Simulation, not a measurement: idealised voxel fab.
The process module presented herein is designated voxel ribs on slabs.
The figure presents cross-section cut, which has a width of 265 nm and is divided into square cells with an edge length of 5 nm.
Cross-section layout: square cells on a grid; listed as bands, top to bottom; a band spans one or more cell rows. In this notation a band is specified by the heights of its top and bottom, in that order and in nm, after which its materials appear from left to right, each paired with its width in nm. The word "everywhere" attached to a single material means that material fills the band from edge to edge; the word "air" stands for empty space. Height reference: 0 = level under which incoming wafer is all one material. Lowest band: no bottom, runs on downward, e.g. "top 0, no bottom". Width spec "30 to 40" -> top row of cells at first value, bottom row at second value, equal per-row change in between. The designation "remains unaltered", where it is given for a processing step, indicates that no cell of the cross-section was altered in the course of that step. In "Closed void list" the enclosed voids are listed, meaning empty spaces of 8 cells or larger without any opening to the top. The form is width x height at distance, distance from the left edge, units nm. The remark found on a step's line after its settings is issued by the simulator itself and pertains to that step. The setting "overlay nm" may be written on the line of a step. When the step uses a mask, the value reports how far to the right of the planned place the mask lay, and a negative value reports that it lay to the left.
The steps planned for the process are as follows:
1: RECEIVE, material Si
2: DIRECTIONAL_DEP, material SiO2, thk nm 20
3: DIRECTIONAL_DEP, material SiN, thk nm 25
4: DIRECTIONAL_DEP, material aC, thk nm 10
5: PATTERN, tone cover, mask id RIB, material resist, width nm 25, thk nm 25, overlay nm 0
6: DIRECTIONAL_ETCH, etch materials aC, depth nm 10
7: STRIP, etch materials resist
8: DIRECTIONAL_ETCH, etch materials SiN, depth nm 20
9: STRIP, etch materials aC
10: MASKED_ETCH, tone cover, mask id SLAB, width nm 75, etch materials SiN, depth nm 5, overlay nm 0
11: FILL_DEP, material SiO2, thk nm 15
12: CMP, height nm 55
13: DIRECTIONAL_DEP, material TiN, thk nm 5
14: MASKED_ETCH, tone cover, mask id HEATER, width nm 25, etch materials TiN, depth nm 5, overlay nm 0
15: CONFORMAL_DEP, material SiO2, thk nm 5
What sets these wafers apart? The width nm at step 14. They all start alike, and the plan carries the first wafer's value.
Received condition of the first of several wafers, sectioned: post-step 1:
> top 0, no bottom | Si everywhere
> Closed void list: none
wafer rows; end of module; cells per material since receipt: (+) gained, (-) lost; then closed voids:
width nm 25, +35 SiN, +603 SiO2, +5 TiN, Closed void list: none
width nm 30, +35 SiN, +603 SiO2, +6 TiN, Closed void list: none
width nm 35, +35 SiN, +603 SiO2, +7 TiN, Closed void list: none
width nm 40, +35 SiN, +603 SiO2, +8 TiN, Closed void list: none
width nm 45, +35 SiN, +603 SiO2, +9 TiN, Closed void list: none
width nm 50, +35 SiN, +603 SiO2, +10 TiN, Closed void list: none
